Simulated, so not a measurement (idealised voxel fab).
The following process module bears the name voxel transistor to metal.
Square cell edge 5 nm, section width 205 nm, ID cut.
For the purposes of this document, a cross-section shall be understood as a grid of square cells, specified as bands listed in top-to-bottom order, each band consisting of one or more rows of cells.
Quick guide to a band line: top height, bottom height (nm) up front; then every material left to right with its width in nm. Only one material and it's marked "edge to edge"? Then it fills the band edge to edge. And "blank" just means empty space.
Zero point of the height axis is 0; under it, received wafer = one material. Lowest band: continues down indefinitely, "0 -> down".
A two-number width, for instance "30->40", indicates that the width is equal to the first number in the top row of the band and to the second number in the bottom row, and that it changes by a constant amount per row of cells.
Step note "nothing was modified" = no cross-section cell changed.
The entry "Enclosed cavities" lists the empty spaces that cover at least 8 cells and have no open path to the top. Each is written as width x height at distance, where the distance is measured from the left edge and all three values are in nm.
What comes after the settings on a step's line is commentary from the simulator itself on that step.
If you see "overlay nm" on a step's line and that step has a mask, it's telling you how far right of where it was planned the mask ended up; a negative number means it went left instead.

**The process steps that were planned are listed below**
step 1: op RECEIVE | material Si
step 2: op CONFORMAL_DEP | material SiO2 | thk nm 5
step 3: op CONFORMAL_DEP | material SiN | thk nm 15
step 4: op MASKED_ETCH | tone cover | mask id ACTIVE | width nm 95 | etch materials SiN | depth nm 15 | overlay nm 0
step 5: op MASKED_ETCH | tone cover | mask id ACTIVE | width nm 95 | etch materials SiO2 | depth nm 5 | overlay nm 0
step 6: op MASKED_ETCH | tone cover | mask id ACTIVE | width nm 95 | etch materials Si | depth nm 25 | overlay nm 0
step 7: op FILL_DEP | material SiO2 | thk nm 15
step 8: op CMP | height nm 20
step 9: op SELECTIVE_ETCH | etch materials SiO2 | depth nm 15
step 10: op STRIP | etch materials SiN
step 11: op SELECTIVE_ETCH | etch materials SiO2 | depth nm 5
step 12: op OXIDIZE | depth nm 5
step 13: op DIRECTIONAL_DEP | material polySi | thk nm 30
step 14: op DIRECTIONAL_DEP | material SiCN | thk nm 15
step 15: op DIRECTIONAL_DEP | material aC | thk nm 15
step 16: op PATTERN | tone cover | mask id GATE | material resist | width nm 15 | thk nm 35 | overlay nm 0
step 17: op DIRECTIONAL_ETCH | etch materials aC | depth nm 15
step 18: op STRIP | etch materials resist
step 19: op DIRECTIONAL_ETCH | etch materials SiCN | depth nm 25
step 20: op DIRECTIONAL_ETCH | etch materials polySi | depth nm 40
step 21: op STRIP | etch materials aC
step 22: op CONFORMAL_DEP | material SiN | thk nm 5
step 23: op DIRECTIONAL_ETCH | etch materials SiN | depth nm 5
step 24: op DIRECTIONAL_ETCH | etch materials SiO2 | depth nm 5
step 25: op DIRECTIONAL_ETCH | etch materials Si | depth nm 15
step 26: op EPI | material pSi | thk nm 20
step 27: op FILL_DEP | material SiO2 | thk nm 5
step 28: op CMP | height nm 45
step 29: op DIRECTIONAL_DEP | material SiO2 | thk nm 15
step 30: op PATTERN | tone open | mask id CONTACT | material resist | width nm 20 | pitch nm 65 | thk nm 15 | overlay nm 0
step 31: op DIRECTIONAL_ETCH | etch materials SiO2 | depth nm 60
step 32: op STRIP | etch materials resist
step 33: op CONFORMAL_DEP | material TiN | thk nm 5
step 34: op FILL_DEP | material W | thk nm 10
step 35: op CMP | height nm 60
step 36: op CONFORMAL_DEP | material SiCN | thk nm 5
step 37: op DIRECTIONAL_DEP | material lowk | thk nm 20
step 38: op MASKED_ETCH | tone open | mask id METAL_1 | width nm 20 | pitch nm 65 | etch materials lowk | depth nm 20 | overlay nm 0
step 39: op MASKED_ETCH | tone open | mask id METAL_1 | width nm 20 | pitch nm 65 | etch materials SiCN | depth nm 5 | overlay nm 0
step 40: op CONFORMAL_DEP | material TiN | thk nm 5
step 41: op FILL_DEP | material Cu | thk nm 5
step 42: op CMP | height nm 85
step 43: op CONFORMAL_DEP | material SiCN | thk nm 5
step 44: op DIRECTIONAL_DEP | material SiO2 | thk nm 30
step 45: op PATTERN | tone open | mask id METAL_2_HOLES | material resist | width nm 15 | pitch nm 65 | thk nm 15 | overlay nm 0
step 46: op DIRECTIONAL_ETCH | etch materials SiO2 | depth nm 30
step 47: op STRIP | etch materials resist
step 48: op MASKED_ETCH | tone open | mask id METAL_2 | width nm 20 | pitch nm 65 | etch materials SiO2 | depth nm 15 | overlay nm 0
step 49: op MASKED_ETCH | tone open | mask id METAL_2 | width nm 20 | pitch nm 65 | etch materials SiCN | depth nm 5 | overlay nm 0
step 50: op CONFORMAL_DEP | material TiN | thk nm 5
step 51: op FILL_DEP | material Cu | thk nm 10
step 52: op CMP | height nm 120
step 53: op CONFORMAL_DEP | material SiCN | thk nm 5

**Wafer cross-section on receipt, i.e. after step 1**
	0 -> down = Si edge to edge
	Enclosed cavities: none

**first wafer at the end, as planned**
	125 -> 120 = SiCN edge to edge
	120 -> 110 = SiO2: 60, then TiN: 5, then Cu: 10, then TiN: 5, then SiO2: 45, then TiN: 5, then Cu: 10, then TiN: 5, then SiO2: 60
	110 -> 105 = SiO2: 60, then TiN: 5, then Cu: 5, then TiN: 10, then SiO2: 45, then TiN: 5, then Cu: 5, then TiN: 10, then SiO2: 60
	105 -> 90 = SiO2: 60, then TiN: 5, then Cu: 5, then TiN: 5, then SiO2: 50, then TiN: 5, then Cu: 5, then TiN: 5, then SiO2: 65
	90 -> 85 = SiCN: 60, then TiN: 15, then SiCN: 50, then TiN: 15, then SiCN: 65
	85 -> 65 = lowk: 60, then TiN: 5, then Cu: 10, then TiN: 5, then lowk: 45, then TiN: 5, then Cu: 10, then TiN: 5, then lowk: 60
	65 -> 60 = SiCN: 60, then TiN: 20, then SiCN: 45, then TiN: 20, then SiCN: 60
	60 -> 45 = SiO2: 60, then TiN: 5, then W: 10, then TiN: 5, then SiO2: 45, then TiN: 5, then W: 10, then TiN: 5, then SiO2: 60
	45 -> 30 = SiO2: 60, then TiN: 5, then W: 10, then TiN: 5, then SiO2: 10, then SiN: 5, then SiCN: 15, then SiN: 5, then SiO2: 10, then TiN: 5, then W: 10, then TiN: 5, then SiO2: 60
	30 -> 20 = SiO2: 60, then TiN: 5, then W: 10, then TiN: 5, then SiO2: 10, then SiN: 5, then polySi: 15, then SiN: 5, then SiO2: 10, then TiN: 5, then W: 10, then TiN: 5, then SiO2: 60
	20 -> 15 = SiO2: 60, then TiN: 20, then SiO2: 10, then SiN: 5, then polySi: 15, then SiN: 5, then SiO2: 10, then TiN: 20, then SiO2: 60
	15 -> 0 = SiO2: 60, then TiN: 10, then pSi: 20, then SiN: 5, then polySi: 15, then SiN: 5, then pSi: 20, then TiN: 10, then SiO2: 60
	0 -> -5 = SiO2: 50, then pSi: 40, then SiO2: 25, then pSi: 40, then SiO2: 50
	-5 -> -20 = SiO2: 55, then pSi: 35, then Si: 25, then pSi: 35, then SiO2: 55
	-20 -> -25 = SiO2: 55, then Si: 95, then SiO2: 55
	-25 -> down = Si edge to edge
	Enclosed cavities: none

**Wafer two cross-section, module end. Start and plan unchanged from wafer one; one mistake made during the run**
	125 -> 120 = SiCN edge to edge
	120 -> 110 = SiO2: 55, then TiN: 5, then Cu: 20, then TiN: 5, then SiO2: 35, then TiN: 5, then Cu: 20, then TiN: 5, then SiO2: 55
	110 -> 105 = SiO2: 55, then TiN: 10, then Cu: 5, then TiN: 15, then SiO2: 35, then TiN: 10, then Cu: 5, then TiN: 15, then SiO2: 55
	105 -> 90 = SiO2: 60, then TiN: 5, then Cu: 5, then TiN: 5, then SiO2: 50, then TiN: 5, then Cu: 5, then TiN: 5, then SiO2: 65
	90 -> 85 = SiCN: 60, then TiN: 15, then SiCN: 50, then TiN: 15, then SiCN: 65
	85 -> 65 = lowk: 60, then TiN: 5, then Cu: 10, then TiN: 5, then lowk: 45, then TiN: 5, then Cu: 10, then TiN: 5, then lowk: 60
	65 -> 60 = SiCN: 60, then TiN: 20, then SiCN: 45, then TiN: 20, then SiCN: 60
	60 -> 45 = SiO2: 60, then TiN: 5, then W: 10, then TiN: 5, then SiO2: 45, then TiN: 5, then W: 10, then TiN: 5, then SiO2: 60
	45 -> 30 = SiO2: 60, then TiN: 5, then W: 10, then TiN: 5, then SiO2: 10, then SiN: 5, then SiCN: 15, then SiN: 5, then SiO2: 10, then TiN: 5, then W: 10, then TiN: 5, then SiO2: 60
	30 -> 20 = SiO2: 60, then TiN: 5, then W: 10, then TiN: 5, then SiO2: 10, then SiN: 5, then polySi: 15, then SiN: 5, then SiO2: 10, then TiN: 5, then W: 10, then TiN: 5, then SiO2: 60
	20 -> 15 = SiO2: 60, then TiN: 20, then SiO2: 10, then SiN: 5, then polySi: 15, then SiN: 5, then SiO2: 10, then TiN: 20, then SiO2: 60
	15 -> 0 = SiO2: 60, then TiN: 10, then pSi: 20, then SiN: 5, then polySi: 15, then SiN: 5, then pSi: 20, then TiN: 10, then SiO2: 60
	0 -> -5 = SiO2: 50, then pSi: 40, then SiO2: 25, then pSi: 40, then SiO2: 50
	-5 -> -20 = SiO2: 55, then pSi: 35, then Si: 25, then pSi: 35, then SiO2: 55
	-20 -> -25 = SiO2: 55, then Si: 95, then SiO2: 55
	-25 -> down = Si edge to edge
	Enclosed cavities: none
Run error: step 48 ran as: op MASKED_ETCH | tone open | mask id METAL_2 | width nm 30 | pitch nm 65 | etch materials SiO2 | depth nm 15 | overlay nm 0
End of process, cell counts, second wafer against first, materials with more or fewer: +8 Cu, -12 SiO2, +4 TiN
